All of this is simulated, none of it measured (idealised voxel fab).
You're looking at the process module voxel spacer lines.
For reference, the cross-section in this document is cut, with width 220 nm and square cells of 5 nm.
A cross-section is written here as square cells arranged in a grid, and it is given in bands from the top down, each band taking up one or more rows of cells.
The entry gives the band's vertical extent as a top height and a bottom height in nm, then its horizontal make-up as materials from left to right, each with a width in nm. "blank" stands for empty space; a single material marked "throughout" fills the band edge to edge.
Zero point of the height axis is 0; under it, received wafer = one material. Lowest band: continues down indefinitely, "0 -> down".
A width given as "30->40" starts at the first number in the band's top row and ends at the second number in its bottom row, shifting by an equal amount at every step from row to row.
Take "everything unchanged" at face value: in the step it is given for, the cross-section changed in none of its cells.
"Tabulated closed voids" specifies each empty space that is not open to the top and that occupies no fewer than 8 cells, using the form width x height at distance, the distance measured from the left edge and all three quantities in nm.
It should be noted that, on the line of a given step, the content following the step's settings is a remark produced by the simulator itself with respect to that step.
overlay nm: mask offset rightward from planned place, masked step; negative means leftward offset.
-- Planned process steps
1: RECEIVE | material Si
2: CONFORMAL_DEP | material Al2O3 | thk nm 5
3: DIRECTIONAL_DEP | material polySi | thk nm 10
4: DIRECTIONAL_DEP | material aC | thk nm 25
5: PATTERN | tone cover | mask id MANDREL | material resist | width nm 25 | pitch nm 80 | thk nm 35 | overlay nm 0
6: DIRECTIONAL_ETCH | etch materials aC | depth nm 25
7: STRIP | etch materials resist
8: CONFORMAL_DEP | material SiN | thk nm 15
9: DIRECTIONAL_ETCH | etch materials SiN | depth nm 15
10: STRIP | etch materials aC
11: DIRECTIONAL_ETCH | etch materials polySi | depth nm 10
12: STRIP | etch materials SiN
-- As-received wafer cross-section (after step 1)
	0 -> down | Si throughout
	Tabulated closed voids: none
-- The first of two wafers, cross-sectioned at the end of the module, with the run proceeding as planned
	15 -> 5 | polySi (15), blank (25), polySi (15), blank (25), polySi (15), blank (25), polySi (15), blank (25), polySi (15), blank (25), polySi (15), blank (5)
	5 -> 0 | Al2O3 throughout
	0 -> down | Si throughout
	Tabulated closed voids: none
-- Cross-section, wafer two of two, end of module: same start and plan as wafer one, one error in execution
	15 -> 5 | blank (15), polySi (25), blank (55), polySi (25), blank (55), polySi (25), blank (20)
	5 -> 0 | Al2O3 throughout
	0 -> down | Si throughout
	Tabulated closed voids: none
What went wrong in running the wafer? step 5 was not run as planned; what actually ran was PATTERN | tone open | mask id MANDREL | material resist | width nm 25 | pitch nm 80 | thk nm 35 | overlay nm 0
The final cell counts differ between the wafers, with the second having more or fewer of some materials than the first: polySi -6
